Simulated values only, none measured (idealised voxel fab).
Process module under the name voxel transistor to metal
The figure presents cross-section cut, which has a width of 185 nm and is divided into square cells with an edge length of 5 nm.
We lay out every cross-section as a grid of square cells and spell it out in bands from the top down, where one band means one or more rows of cells. Heads up on the band format: heights come first, top then bottom, in nm. After that it's the materials left to right, each with its width in nm. A single material flagged "full width" fills the whole band edge to edge, and "air" means there's empty space there. Height 0 is the level under which the wafer as received is all one material. The lowest band goes on downwards, as in "0 -> down". You'd read "30..40" like this: the band's top row of cells is as wide as the first number, its bottom row is as wide as the second, and going down, every row changes width by the same amount as the row before did. What does "no modifications" mean for a step? It means no cell of the cross-section changed in that step. The label "Sealed cavities" introduces a list of the empty spaces, 8 cells or larger, that have no open way up to the top; each entry in it reads width x height at distance, where the distance is taken from the left edge and all three are stated in nm. Post-settings text on a step line: simulator's own remark regarding the step. A step's line can hold "overlay nm"; with a mask on that step, the setting says how far right of the planned place the mask lay, while a negative setting says it lay to the left. Layout of what follows: cross-section pairs, each bracketing one process step, the after cross-section shown only to the lowest band that changed, the step between and its settings noted under each pair. Pairs may originate in different runs of this module on the same starting wafer; a pair continues from the pair above only where its entry headed "Pre-step section" says so.
Pre-step section:
    0 -> down  Si full width
    Sealed cavities: none
State After Step:
    0 -> -5  SiO2 full width
    Anything lower than -5 is untouched.
    Sealed cavities: none
the step between: OXIDIZE [depth nm 5]
Pre-step section: no separate figure, the pair right above already shows it after its step.
State After Step:
    15 -> 0  SiN full width
    Anything lower than 0 is untouched.
    Sealed cavities: none
the step between: CONFORMAL_DEP [material SiN] [thk nm 15]
Pre-step section: no separate figure, the pair right above already shows it after its step.
State After Step:
    30 -> 15  35 air | 115 resist | 35 air
    Anything lower than 15 is untouched.
    Sealed cavities: none
the step between: PATTERN [tone cover] [mask id ACTIVE] [material resist] [width nm 115] [thk nm 15] [overlay nm 0]
Pre-step section: no separate figure, the pair right above already shows it after its step.
State After Step:
    30 -> 15  35 air | 115 resist | 35 air
    15 -> 0  35 air | 115 SiN | 35 air
    Anything lower than 0 is untouched.
    Sealed cavities: none
the step between: DIRECTIONAL_ETCH [etch materials SiN] [depth nm 15]
Pre-step section: no separate figure, the pair right above already shows it after its step.
State After Step:
    30 -> 15  35 air | 115 resist | 35 air
    15 -> 0  35 air | 115 SiN | 35 air
    0 -> -5  35 air | 115 SiO2 | 35 air
    Anything lower than -5 is untouched.
    Sealed cavities: none
the step between: DIRECTIONAL_ETCH [etch materials SiO2] [depth nm 5]
Pre-step section: no separate figure, the pair right above already shows it after its step.
State After Step:
    30 -> 15  35 air | 115 resist | 35 air
    15 -> 0  35 air | 115 SiN | 35 air
    0 -> -5  35 air | 115 SiO2 | 35 air
    -5 -> -35  35 air | 115 Si | 35 air
    Anything lower than -35 is untouched.
    Sealed cavities: none
the step between: DIRECTIONAL_ETCH [etch materials Si] [depth nm 30]
Pre-step section: no separate figure, the pair right above already shows it after its step.
State After Step:
    15 -> 0  35 air | 115 SiN | 35 air
    Anything lower than 0 is untouched.
    Sealed cavities: none
the step between: STRIP [etch materials resist]
Pre-step section: no separate figure, the pair right above already shows it after its step.
State After Step:
    15 -> 0  35 air | 115 SiN | 35 air
    0 -> -5  35 air | 115 SiO2 | 35 air
    -5 -> -35  35 air | 5 SiO2 | 105 Si | 5 SiO2 | 35 air
    -35 -> -40  40 SiO2 | 105 Si | 40 SiO2
    Anything lower than -40 is untouched.
    Sealed cavities: none
the step between: OXIDIZE [depth nm 5]
Pre-step section: no separate figure, the pair right above already shows it after its step.
State After Step:
    25 -> 15  SiO2 full width
    15 -> 0  35 SiO2 | 115 SiN | 35 SiO2
    0 -> -5  SiO2 full width
    -5 -> -40  40 SiO2 | 105 Si | 40 SiO2
    Anything lower than -40 is untouched.
    Sealed cavities: none
the step between: FILL_DEP [material SiO2] [thk nm 10]
Pre-step section: no separate figure, the pair right above already shows it after its step.
State After Step:
    15 -> 0  35 SiO2 | 115 SiN | 35 SiO2
    Anything lower than 0 is untouched.
    Sealed cavities: none
the step between: CMP [height nm 15]
Pre-step section: no separate figure, the pair right above already shows it after its step.
State After Step:
    15 -> 5  35 air | 115 SiN | 35 air
    Anything lower than 5 is untouched.
    Sealed cavities: none
the step between: SELECTIVE_ETCH [etch materials SiO2] [depth nm 10]
Pre-step section: no separate figure, the pair right above already shows it after its step.
State After Step:
    5 -> 0  35 SiO2 | 115 air | 35 SiO2
    Anything lower than 0 is untouched.
    Sealed cavities: none
the step between: STRIP [etch materials SiN]
Pre-step section: no separate figure, the pair right above already shows it after its step.
State After Step:
    0 -> -5  30 SiO2 | 125 air | 30 SiO2
    Anything lower than -5 is untouched.
    Sealed cavities: none
the step between: SELECTIVE_ETCH [etch materials SiO2] [depth nm 5]
Pre-step section: no separate figure, the pair right above already shows it after its step.
State After Step:
    0 -> -5  30 SiO2 | 125 air | 30 SiO2
    -5 -> -10  SiO2 full width
    Anything lower than -10 is untouched.
    Sealed cavities: none
the step between: OXIDIZE [depth nm 5]
Pre-step section: no separate figure, the pair right above already shows it after its step.
State After Step:
    30 -> 25  30 polySi | 125 air | 30 polySi
    25 -> 0  polySi full width
    0 -> -5  30 SiO2 | 125 polySi | 30 SiO2
    Anything lower than -5 is untouched.
    Sealed cavities: none
the step between: DIRECTIONAL_DEP [material polySi] [thk nm 30]
Pre-step section: no separate figure, the pair right above already shows it after its step.
State After Step:
    45 -> 40  30 SiCN | 125 air | 30 SiCN
    40 -> 30  SiCN full width
    30 -> 25  30 polySi | 125 SiCN | 30 polySi
    Anything lower than 25 is untouched.
    Sealed cavities: none
the step between: DIRECTIONAL_DEP [material SiCN] [thk nm 15]
Pre-step section: no separate figure, the pair right above already shows it after its step.
State After Step:
    65 -> 45  75 air | 35 resist | 75 air
    45 -> 40  30 SiCN | 45 air | 35 resist | 45 air | 30 SiCN
    Anything lower than 40 is untouched.
    Sealed cavities: none
the step between: PATTERN [tone cover] [mask id GATE] [material resist] [width nm 35] [thk nm 20] [overlay nm 0]
Pre-step section: no separate figure, the pair right above already shows it after its step.
State After Step:
    65 -> 40  75 air | 35 resist | 75 air
    40 -> 30  75 air | 35 SiCN | 75 air
    30 -> 25  30 polySi | 45 air | 35 SiCN | 45 air | 30 polySi
    Anything lower than 25 is untouched.
    Sealed cavities: none
the step between: DIRECTIONAL_ETCH [etch materials SiCN] [depth nm 25]
Pre-step section: no separate figure, the pair right above already shows it after its step.
State After Step:
    65 -> 40  75 air | 35 resist | 75 air
    40 -> 25  75 air | 35 SiCN | 75 air
    25 -> 0  75 air | 35 polySi | 75 air
    0 -> -5  30 SiO2 | 45 air | 35 polySi | 45 air | 30 SiO2
    Anything lower than -5 is untouched.
    Sealed cavities: none
the step between: DIRECTIONAL_ETCH [etch materials polySi] [depth nm 40]
Pre-step section: no separate figure, the pair right above already shows it after its step.
State After Step:
    40 -> 25  75 air | 35 SiCN | 75 air
    Anything lower than 25 is untouched.
    Sealed cavities: none
the step between: STRIP [etch materials resist]
Pre-step section: no separate figure, the pair right above already shows it after its step.
State After Step:
    45 -> 40  70 air | 45 SiN | 70 air
    40 -> 25  70 air | 5 SiN | 35 SiCN | 5 SiN | 70 air
    25 -> 5  70 air | 5 SiN | 35 polySi | 5 SiN | 70 air
    5 -> 0  35 SiN | 35 air | 5 SiN | 35 polySi | 5 SiN | 35 air | 35 SiN
    0 -> -5  30 SiO2 | 45 SiN | 35 polySi | 45 SiN | 30 SiO2
    Anything lower than -5 is untouched.
    Sealed cavities: none
the step between: CONFORMAL_DEP [material SiN] [thk nm 5]
Pre-step section: no separate figure, the pair right above already shows it after its step.
State After Step:
    40 -> 25  70 air | 5 SiN | 35 SiCN | 5 SiN | 70 air
    25 -> 0  70 air | 5 SiN | 35 polySi | 5 SiN | 70 air
    0 -> -5  30 SiO2 | 5 SiN | 35 air | 5 SiN | 35 polySi | 5 SiN | 35 air | 5 SiN | 30 SiO2
    Anything lower than -5 is untouched.
    Sealed cavities: none
the step between: DIRECTIONAL_ETCH [etch materials SiN] [depth nm 5]
Pre-step section: no separate figure, the pair right above already shows it after its step.
State After Step:
    40 -> 25  70 air | 5 SiN | 35 SiCN | 5 SiN | 70 air
    25 -> 0  70 air | 5 SiN | 35 polySi | 5 SiN | 70 air
    0 -> -5  30 air | 5 SiN | 35 air | 5 SiN | 35 polySi | 5 SiN | 35 air | 5 SiN | 30 air
    -5 -> -10  35 SiO2 | 35 air | 45 SiO2 | 35 air | 35 SiO2
    Anything lower than -10 is untouched.
    Sealed cavities: none
the step between: DIRECTIONAL_ETCH [etch materials SiO2] [depth nm 5]
Pre-step section: no separate figure, the pair right above already shows it after its step.
State After Step:
    40 -> 25  70 air | 5 SiN | 35 SiCN | 5 SiN | 70 air
    25 -> 0  70 air | 5 SiN | 35 polySi | 5 SiN | 70 air
    0 -> -5  30 air | 5 SiN | 35 air | 5 SiN | 35 polySi | 5 SiN | 35 air | 5 SiN | 30 air
    -5 -> -10  35 SiO2 | 35 air | 45 SiO2 | 35 air | 35 SiO2
    -10 -> -20  40 SiO2 | 30 air | 45 Si | 30 air | 40 SiO2
    Anything lower than -20 is untouched.
    Sealed cavities: none
the step between: DIRECTIONAL_ETCH [etch materials Si] [depth nm 10]
Pre-step section: no separate figure, the pair right above already shows it after its step.
State After Step:
    40 -> 25  70 air | 5 SiN | 35 SiCN | 5 SiN | 70 air
    25 -> 5  70 air | 5 SiN | 35 polySi | 5 SiN | 70 air
    5 -> 0  55 air | 15 pSi | 5 SiN | 35 polySi | 5 SiN | 15 pSi | 55 air
    0 -> -5  30 air | 5 SiN | 20 air | 15 pSi | 5 SiN | 35 polySi | 5 SiN | 15 pSi | 20 air | 5 SiN | 30 air
    -5 -> -10  35 SiO2 | 35 pSi | 45 SiO2 | 35 pSi | 35 SiO2
    -10 -> -20  40 SiO2 | 30 pSi | 45 Si | 30 pSi | 40 SiO2
    Anything lower than -20 is untouched.
    Sealed cavities: none
the step between: EPI [material pSi] [thk nm 15]
Pre-step section: no separate figure, the pair right above already shows it after its step.
State After Step:
    45 -> 40  SiO2 full width
    40 -> 25  70 SiO2 | 5 SiN | 35 SiCN | 5 SiN | 70 SiO2
    25 -> 5  70 SiO2 | 5 SiN | 35 polySi | 5 SiN | 70 SiO2
    5 -> 0  55 SiO2 | 15 pSi | 5 SiN | 35 polySi | 5 SiN | 15 pSi | 55 SiO2
    0 -> -5  30 SiO2 | 5 SiN | 20 SiO2 | 15 pSi | 5 SiN | 35 polySi | 5 SiN | 15 pSi | 20 SiO2 | 5 SiN | 30 SiO2
    Anything lower than -5 is untouched.
    Sealed cavities: none
the step between: FILL_DEP [material SiO2] [thk nm 5]
Pre-step section: no separate figure, the pair right above already shows it after its step.
State After Step:
    25 -> 5  70 SiO2 | 5 SiN | 35 polySi | 5 SiN | 70 SiO2
    Anything lower than 5 is untouched.
    Sealed cavities: none
the step between: CMP [height nm 25]
Pre-step section: no separate figure, the pair right above already shows it after its step.
State After Step:
    25 -> 5  70 SiO2 | 5 SiN | 35 air | 5 SiN | 70 SiO2
    5 -> 0  55 SiO2 | 15 pSi | 5 SiN | 35 air | 5 SiN | 15 pSi | 55 SiO2
    0 -> -5  30 SiO2 | 5 SiN | 20 SiO2 | 15 pSi | 5 SiN | 35 air | 5 SiN | 15 pSi | 20 SiO2 | 5 SiN | 30 SiO2
    Anything lower than -5 is untouched.
    Sealed cavities: none
the step between: STRIP [etch materials polySi]
Pre-step section: no separate figure, the pair right above already shows it after its step.
State After Step:
    25 -> 20  70 air | 5 SiN | 35 air | 5 SiN | 70 air
    20 -> 5  70 SiO2 | 5 SiN | 35 air | 5 SiN | 70 SiO2
    5 -> 0  55 SiO2 | 15 pSi | 5 SiN | 35 air | 5 SiN | 15 pSi | 55 SiO2
    0 -> -5  30 SiO2 | 5 SiN | 20 SiO2 | 15 pSi | 5 SiN | 35 air | 5 SiN | 15 pSi | 20 SiO2 | 5 SiN | 30 SiO2
    -5 -> -10  35 SiO2 | 35 pSi | 45 air | 35 pSi | 35 SiO2
    Anything lower than -10 is untouched.
    Sealed cavities: none
the step between: SELECTIVE_ETCH [etch materials SiO2] [depth nm 5]
Pre-step section: no separate figure, the pair right above already shows it after its step.
State After Step:
    30 -> 25  65 air | 15 HfO2 | 25 air | 15 HfO2 | 65 air
    25 -> 20  70 HfO2 | 5 SiN | 5 HfO2 | 25 air | 5 HfO2 | 5 SiN | 70 HfO2
    20 -> 5  70 SiO2 | 5 SiN | 5 HfO2 | 25 air | 5 HfO2 | 5 SiN | 70 SiO2
    5 -> 0  55 SiO2 | 15 pSi | 5 SiN | 5 HfO2 | 25 air | 5 HfO2 | 5 SiN | 15 pSi | 55 SiO2
    0 -> -5  30 SiO2 | 5 SiN | 20 SiO2 | 15 pSi | 5 SiN | 5 HfO2 | 25 air | 5 HfO2 | 5 SiN | 15 pSi | 20 SiO2 | 5 SiN | 30 SiO2
    -5 -> -10  35 SiO2 | 35 pSi | 45 HfO2 | 35 pSi | 35 SiO2
    Anything lower than -10 is untouched.
    Sealed cavities: none
the step between: CONFORMAL_DEP [material HfO2] [thk nm 5]
Pre-step section: no separate figure, the pair right above already shows it after its step.
State After Step:
    35 -> 30  60 air | 25 TiN | 15 air | 25 TiN | 60 air
    30 -> 25  65 TiN | 15 HfO2 | 5 TiN | 15 air | 5 TiN | 15 HfO2 | 65 TiN
    25 -> 20  70 HfO2 | 5 SiN | 5 HfO2 | 5 TiN | 15 air | 5 TiN | 5 HfO2 | 5 SiN | 70 HfO2
    20 -> 5  70 SiO2 | 5 SiN | 5 HfO2 | 5 TiN | 15 air | 5 TiN | 5 HfO2 | 5 SiN | 70 SiO2
    5 -> 0  55 SiO2 | 15 pSi | 5 SiN | 5 HfO2 | 5 TiN | 15 air | 5 TiN | 5 HfO2 | 5 SiN | 15 pSi | 55 SiO2
    0 -> -5  30 SiO2 | 5 SiN | 20 SiO2 | 15 pSi | 5 SiN | 5 HfO2 | 25 TiN | 5 HfO2 | 5 SiN | 15 pSi | 20 SiO2 | 5 SiN | 30 SiO2
    Anything lower than -5 is untouched.
    Sealed cavities: none
the step between: CONFORMAL_DEP [material TiN] [thk nm 5]
Pre-step section: no separate figure, the pair right above already shows it after its step.
State After Step:
    45 -> 35  W full width
    35 -> 30  60 W | 25 TiN | 15 W | 25 TiN | 60 W
    30 -> 25  65 TiN | 15 HfO2 | 5 TiN | 15 W | 5 TiN | 15 HfO2 | 65 TiN
    25 -> 20  70 HfO2 | 5 SiN | 5 HfO2 | 5 TiN | 15 W | 5 TiN | 5 HfO2 | 5 SiN | 70 HfO2
    20 -> 5  70 SiO2 | 5 SiN | 5 HfO2 | 5 TiN | 15 W | 5 TiN | 5 HfO2 | 5 SiN | 70 SiO2
    5 -> 0  55 SiO2 | 15 pSi | 5 SiN | 5 HfO2 | 5 TiN | 15 W | 5 TiN | 5 HfO2 | 5 SiN | 15 pSi | 55 SiO2
    Anything lower than 0 is untouched.
    Sealed cavities: none
the step between: FILL_DEP [material W] [thk nm 10]
Pre-step section: no separate figure, the pair right above already shows it after its step.
State After Step:
    20 -> 5  70 SiO2 | 5 SiN | 5 HfO2 | 5 TiN | 15 W | 5 TiN | 5 HfO2 | 5 SiN | 70 SiO2
    Anything lower than 5 is untouched.
    Sealed cavities: none
the step between: CMP [height nm 20]
Pre-step section: no separate figure, the pair right above already shows it after its step.
State After Step:
    30 -> 20  SiO2 full width
    Anything lower than 20 is untouched.
    Sealed cavities: none
the step between: DIRECTIONAL_DEP [material SiO2] [thk nm 10]
Pre-step section: no separate figure, the pair right above already shows it after its step.
State After Step:
    45 -> 30  40 resist | 15 air | 75 resist | 15 air | 40 resist
    Anything lower than 30 is untouched.
    Sealed cavities: none
the step between: PATTERN [tone open] [mask id CONTACT] [material resist] [width nm 15] [pitch nm 90] [thk nm 15] [overlay nm 0]
Pre-step section: no separate figure, the pair right above already shows it after its step.
State After Step:
    45 -> 30  40 resist | 15 air | 75 resist | 15 air | 40 resist
    30 -> 20  40 SiO2 | 15 air | 75 SiO2 | 15 air | 40 SiO2
    20 -> 5  40 SiO2 | 15 air | 15 SiO2 | 5 SiN | 5 HfO2 | 5 TiN | 15 W | 5 TiN | 5 HfO2 | 5 SiN | 15 SiO2 | 15 air | 40 SiO2
    5 -> 0  40 SiO2 | 15 air | 15 pSi | 5 SiN | 5 HfO2 | 5 TiN | 15 W | 5 TiN | 5 HfO2 | 5 SiN | 15 pSi | 15 air | 40 SiO2
    0 -> -5  30 SiO2 | 5 SiN | 5 SiO2 | 15 air | 15 pSi | 5 SiN | 5 HfO2 | 25 TiN | 5 HfO2 | 5 SiN | 15 pSi | 15 air | 5 SiO2 | 5 SiN | 30 SiO2
    Anything lower than -5 is untouched.
    Sealed cavities: none
the step between: DIRECTIONAL_ETCH [etch materials SiO2] [depth nm 35]
Pre-step section: no separate figure, the pair right above already shows it after its step.
State After Step:
    30 -> 20  40 SiO2 | 15 air | 75 SiO2 | 15 air | 40 SiO2
    Anything lower than 20 is untouched.
    Sealed cavities: none
the step between: STRIP [etch materials resist]
Pre-step section: no separate figure, the pair right above already shows it after its step.
State After Step:
    35 -> 30  45 TiN | 5 air | 85 TiN | 5 air | 45 TiN
    30 -> 20  40 SiO2 | 5 TiN | 5 air | 5 TiN | 75 SiO2 | 5 TiN | 5 air | 5 TiN | 40 SiO2
    20 -> 5  40 SiO2 | 5 TiN | 5 air | 5 TiN | 15 SiO2 | 5 SiN | 5 HfO2 | 5 TiN | 15 W | 5 TiN | 5 HfO2 | 5 SiN | 15 SiO2 | 5 TiN | 5 air | 5 TiN | 40 SiO2
    5 -> 0  40 SiO2 | 5 TiN | 5 air | 5 TiN | 15 pSi | 5 SiN | 5 HfO2 | 5 TiN | 15 W | 5 TiN | 5 HfO2 | 5 SiN | 15 pSi | 5 TiN | 5 air | 5 TiN | 40 SiO2
    0 -> -5  30 SiO2 | 5 SiN | 5 SiO2 | 15 TiN | 15 pSi | 5 SiN | 5 HfO2 | 25 TiN | 5 HfO2 | 5 SiN | 15 pSi | 15 TiN | 5 SiO2 | 5 SiN | 30 SiO2
    Anything lower than -5 is untouched.
    Sealed cavities: none
the step between: CONFORMAL_DEP [material TiN] [thk nm 5]
Pre-step section: no separate figure, the pair right above already shows it after its step.
State After Step:
    45 -> 35  W full width
    35 -> 30  45 TiN | 5 W | 85 TiN | 5 W | 45 TiN
    30 -> 20  40 SiO2 | 5 TiN | 5 W | 5 TiN | 75 SiO2 | 5 TiN | 5 W | 5 TiN | 40 SiO2
    20 -> 5  40 SiO2 | 5 TiN | 5 W | 5 TiN | 15 SiO2 | 5 SiN | 5 HfO2 | 5 TiN | 15 W | 5 TiN | 5 HfO2 | 5 SiN | 15 SiO2 | 5 TiN | 5 W | 5 TiN | 40 SiO2
    5 -> 0  40 SiO2 | 5 TiN | 5 W | 5 TiN | 15 pSi | 5 SiN | 5 HfO2 | 5 TiN | 15 W | 5 TiN | 5 HfO2 | 5 SiN | 15 pSi | 5 TiN | 5 W | 5 TiN | 40 SiO2
    Anything lower than 0 is untouched.
    Sealed cavities: none
the step between: FILL_DEP [material W] [thk nm 10]
Pre-step section: no separate figure, the pair right above already shows it after its step.
State After Step:
    30 -> 20  40 SiO2 | 5 TiN | 5 W | 5 TiN | 75 SiO2 | 5 TiN | 5 W | 5 TiN | 40 SiO2
    Anything lower than 20 is untouched.
    Sealed cavities: none
the step between: CMP [height nm 30]
Pre-step section: no separate figure, the pair right above already shows it after its step.
State After Step:
    35 -> 30  SiCN full width
    Anything lower than 30 is untouched.
    Sealed cavities: none
the step between: CONFORMAL_DEP [material SiCN] [thk nm 5]
Pre-step section: no separate figure, the pair right above already shows it after its step.
State After Step:
    60 -> 35  lowk full width
    Anything lower than 35 is untouched.
    Sealed cavities: none
the step between: DIRECTIONAL_DEP [material lowk] [thk nm 25]
Pre-step section: no separate figure, the pair right above already shows it after its step.
State After Step:
    75 -> 60  40 resist | 15 air | 75 resist | 15 air | 40 resist
    Anything lower than 60 is untouched.
    Sealed cavities: none
the step between: PATTERN [tone open] [mask id METAL_1] [material resist] [width nm 15] [pitch nm 90] [thk nm 15] [overlay nm 0]
Pre-step section: no separate figure, the pair right above already shows it after its step.
State After Step:
    75 -> 60  40 resist | 15 air | 75 resist | 15 air | 40 resist
    60 -> 35  40 lowk | 15 air | 75 lowk | 15 air | 40 lowk
    Anything lower than 35 is untouched.
    Sealed cavities: none
the step between: DIRECTIONAL_ETCH [etch materials lowk] [depth nm 25]
Pre-step section: no separate figure, the pair right above already shows it after its step.
State After Step:
    75 -> 60  40 resist | 15 air | 75 resist | 15 air | 40 resist
    60 -> 35  40 lowk | 15 air | 75 lowk | 15 air | 40 lowk
    35 -> 30  40 SiCN | 15 air | 75 SiCN | 15 air | 40 SiCN
    Anything lower than 30 is untouched.
    Sealed cavities: none
the step between: DIRECTIONAL_ETCH [etch materials SiCN] [depth nm 5]
Pre-step section: no separate figure, the pair right above already shows it after its step.
State After Step:
    60 -> 35  40 lowk | 15 air | 75 lowk | 15 air | 40 lowk
    Anything lower than 35 is untouched.
    Sealed cavities: none
the step between: STRIP [etch materials resist]
Pre-step section: no separate figure, the pair right above already shows it after its step.
State After Step:
    65 -> 60  45 TiN | 5 air | 85 TiN | 5 air | 45 TiN
    60 -> 35  40 lowk | 5 TiN | 5 air | 5 TiN | 75 lowk | 5 TiN | 5 air | 5 TiN | 40 lowk
    35 -> 30  40 SiCN | 15 TiN | 75 SiCN | 15 TiN | 40 SiCN
    Anything lower than 30 is untouched.
    Sealed cavities: none
the step between: CONFORMAL_DEP [material TiN] [thk nm 5]
Pre-step section: no separate figure, the pair right above already shows it after its step.
State After Step:
    75 -> 65  Cu full width
    65 -> 60  45 TiN | 5 Cu | 85 TiN | 5 Cu | 45 TiN
    60 -> 35  40 lowk | 5 TiN | 5 Cu | 5 TiN | 75 lowk | 5 TiN | 5 Cu | 5 TiN | 40 lowk
    Anything lower than 35 is untouched.
    Sealed cavities: none
the step between: FILL_DEP [material Cu] [thk nm 10]
Pre-step section: no separate figure, the pair right above already shows it after its step.
State After Step:
    60 -> 35  40 lowk | 5 TiN | 5 Cu | 5 TiN | 75 lowk | 5 TiN | 5 Cu | 5 TiN | 40 lowk
    Anything lower than 35 is untouched.
    Sealed cavities: none
the step between: CMP [height nm 60]
Pre-step section: no separate figure, the pair right above already shows it after its step.
State After Step:
    65 -> 60  35 air | 25 Ru | 65 air | 25 Ru | 35 air
    Anything lower than 60 is untouched.
    Sealed cavities: none
the step between: EPI [material Ru] [thk nm 5]
Pre-step section: no separate figure, the pair right above already shows it after its step.
State After Step:
    70 -> 65  SiCN full width
    65 -> 60  35 SiCN | 25 Ru | 65 SiCN | 25 Ru | 35 SiCN
    Anything lower than 60 is untouched.
    Sealed cavities: none
the step between: FILL_DEP [material SiCN] [thk nm 5]
Pre-step section: no separate figure, the pair right above already shows it after its step.
State After Step:
    100 -> 70  lowk full width
    Anything lower than 70 is untouched.
    Sealed cavities: none
the step between: DIRECTIONAL_DEP [material lowk] [thk nm 30]
Pre-step section: no separate figure, the pair right above already shows it after its step.
State After Step:
    100 -> 80  40 lowk | 15 air | 75 lowk | 15 air | 40 lowk
    Anything lower than 80 is untouched.
    Sealed cavities: none
the step between: MASKED_ETCH [tone open] [mask id METAL_2] [width nm 15] [pitch nm 90] [etch materials lowk] [depth nm 20] [overlay nm 0]
Pre-step section: no separate figure, the pair right above already shows it after its step.
State After Step:
    120 -> 100  40 resist | 15 air | 75 resist | 15 air | 40 resist
    Anything lower than 100 is untouched.
    Sealed cavities: none
the step between: PATTERN [tone open] [mask id METAL_2_HOLES] [material resist] [width nm 15] [pitch nm 90] [thk nm 20] [overlay nm 0]
Pre-step section: no separate figure, the pair right above already shows it after its step.
State After Step:
    120 -> 100  40 resist | 15 air | 75 resist | 15 air | 40 resist
    100 -> 70  40 lowk | 15 air | 75 lowk | 15 air | 40 lowk
    Anything lower than 70 is untouched.
    Sealed cavities: none
the step between: DIRECTIONAL_ETCH [etch materials lowk] [depth nm 10]
Pre-step section: no separate figure, the pair right above already shows it after its step.
State After Step:
    120 -> 100  40 resist | 15 air | 75 resist | 15 air | 40 resist
    100 -> 70  40 lowk | 15 air | 75 lowk | 15 air | 40 lowk
    70 -> 65  40 SiCN | 15 air | 75 SiCN | 15 air | 40 SiCN
    Anything lower than 65 is untouched.
    Sealed cavities: none
the step between: DIRECTIONAL_ETCH [etch materials SiCN] [depth nm 5]
Pre-step section: no separate figure, the pair right above already shows it after its step.
State After Step:
    100 -> 70  40 lowk | 15 air | 75 lowk | 15 air | 40 lowk
    Anything lower than 70 is untouched.
    Sealed cavities: none
the step between: STRIP [etch materials resist]
Pre-step section: no separate figure, the pair right above already shows it after its step.
State After Step:
    105 -> 100  45 TiN | 5 air | 85 TiN | 5 air | 45 TiN
    100 -> 70  40 lowk | 5 TiN | 5 air | 5 TiN | 75 lowk | 5 TiN | 5 air | 5 TiN | 40 lowk
    70 -> 65  40 SiCN | 15 TiN | 75 SiCN | 15 TiN | 40 SiCN
    Anything lower than 65 is untouched.
    Sealed cavities: none
the step between: CONFORMAL_DEP [material TiN] [thk nm 5]
Pre-step section: no separate figure, the pair right above already shows it after its step.
State After Step:
    110 -> 105  Cu full width
    105 -> 100  45 TiN | 5 Cu | 85 TiN | 5 Cu | 45 TiN
    100 -> 70  40 lowk | 5 TiN | 5 Cu | 5 TiN | 75 lowk | 5 TiN | 5 Cu | 5 TiN | 40 lowk
    Anything lower than 70 is untouched.
    Sealed cavities: none
the step between: FILL_DEP [material Cu] [thk nm 5]
Pre-step section: no separate figure, the pair right above already shows it after its step.
State After Step:
    100 -> 70  40 lowk | 5 TiN | 5 Cu | 5 TiN | 75 lowk | 5 TiN | 5 Cu | 5 TiN | 40 lowk
    Anything lower than 70 is untouched.
    Sealed cavities: none
the step between: CMP [height nm 100]
Pre-step section: no separate figure, the pair right above already shows it after its step.
State After Step:
    105 -> 100  SiCN full width
    Anything lower than 100 is untouched.
    Sealed cavities: none
the step between: CONFORMAL_DEP [material SiCN] [thk nm 5]
Pre-step section:
    75 -> 65  Cu full width
    65 -> 60  45 TiN | 5 Cu | 85 TiN | 5 Cu | 45 TiN
    60 -> 35  40 lowk | 5 TiN | 5 Cu | 5 TiN | 75 lowk | 5 TiN | 5 Cu | 5 TiN | 40 lowk
    35 -> 30  40 SiCN | 15 TiN | 75 SiCN | 15 TiN | 40 SiCN
    30 -> 20  40 SiO2 | 5 TiN | 5 W | 5 TiN | 75 SiO2 | 5 TiN | 5 W | 5 TiN | 40 SiO2
    20 -> 5  40 SiO2 | 5 TiN | 5 W | 5 TiN | 15 SiO2 | 5 SiN | 5 HfO2 | 5 TiN | 15 W | 5 TiN | 5 HfO2 | 5 SiN | 15 SiO2 | 5 TiN | 5 W | 5 TiN | 40 SiO2
    5 -> 0  40 SiO2 | 5 TiN | 5 W | 5 TiN | 15 pSi | 5 SiN | 5 HfO2 | 5 TiN | 15 W | 5 TiN | 5 HfO2 | 5 SiN | 15 pSi | 5 TiN | 5 W | 5 TiN | 40 SiO2
    0 -> -5  30 SiO2 | 5 SiN | 5 SiO2 | 15 TiN | 15 pSi | 5 SiN | 5 HfO2 | 25 TiN | 5 HfO2 | 5 SiN | 15 pSi | 15 TiN | 5 SiO2 | 5 SiN | 30 SiO2
    -5 -> -10  35 SiO2 | 35 pSi | 45 HfO2 | 35 pSi | 35 SiO2
    -10 -> -20  40 SiO2 | 30 pSi | 45 Si | 30 pSi | 40 SiO2
    -20 -> -40  40 SiO2 | 105 Si | 40 SiO2
    -40 -> down  Si full width
    Sealed cavities: none
State After Step:
    80 -> 75  Ru full width
    Anything lower than 75 is untouched.
    Sealed cavities: none
the step between: EPI [material Ru] [thk nm 5]
Pre-step section: no separate figure, the pair right above already shows it after its step.
State After Step:
    85 -> 80  SiCN full width
    Anything lower than 80 is untouched.
    Sealed cavities: none
the step between: FILL_DEP [material SiCN] [thk nm 5]
Pre-step section: no separate figure, the pair right above already shows it after its step.
State After Step:
    115 -> 85  lowk full width
    Anything lower than 85 is untouched.
    Sealed cavities: none
the step between: DIRECTIONAL_DEP [material lowk] [thk nm 30]
Pre-step section: no separate figure, the pair right above already shows it after its step.
State After Step:
    115 -> 95  40 lowk | 15 air | 75 lowk | 15 air | 40 lowk
    Anything lower than 95 is untouched.
    Sealed cavities: none
the step between: MASKED_ETCH [tone open] [mask id METAL_2] [width nm 15] [pitch nm 90] [etch materials lowk] [depth nm 20] [overlay nm 0]
Pre-step section: no separate figure, the pair right above already shows it after its step.
State After Step:
    135 -> 115  40 resist | 15 air | 75 resist | 15 air | 40 resist
    Anything lower than 115 is untouched.
    Sealed cavities: none
the step between: PATTERN [tone open] [mask id METAL_2_HOLES] [material resist] [width nm 15] [pitch nm 90] [thk nm 20] [overlay nm 0]
Pre-step section: no separate figure, the pair right above already shows it after its step.
State After Step:
    135 -> 115  40 resist | 15 air | 75 resist | 15 air | 40 resist
    115 -> 85  40 lowk | 15 air | 75 lowk | 15 air | 40 lowk
    Anything lower than 85 is untouched.
    Sealed cavities: none
the step between: DIRECTIONAL_ETCH [etch materials lowk] [depth nm 10]
Pre-step section: no separate figure, the pair right above already shows it after its step.
State After Step:
    135 -> 115  40 resist | 15 air | 75 resist | 15 air | 40 resist
    115 -> 85  40 lowk | 15 air | 75 lowk | 15 air | 40 lowk
    85 -> 80  40 SiCN | 15 air | 75 SiCN | 15 air | 40 SiCN
    Anything lower than 80 is untouched.
    Sealed cavities: none
the step between: DIRECTIONAL_ETCH [etch materials SiCN] [depth nm 5]
Pre-step section: no separate figure, the pair right above already shows it after its step.
State After Step:
    115 -> 85  40 lowk | 15 air | 75 lowk | 15 air | 40 lowk
    Anything lower than 85 is untouched.
    Sealed cavities: none
the step between: STRIP [etch materials resist]
Pre-step section: no separate figure, the pair right above already shows it after its step.
State After Step:
    120 -> 115  45 TiN | 5 air | 85 TiN | 5 air | 45 TiN
    115 -> 85  40 lowk | 5 TiN | 5 air | 5 TiN | 75 lowk | 5 TiN | 5 air | 5 TiN | 40 lowk
    85 -> 80  40 SiCN | 15 TiN | 75 SiCN | 15 TiN | 40 SiCN
    Anything lower than 80 is untouched.
    Sealed cavities: none
the step between: CONFORMAL_DEP [material TiN] [thk nm 5]
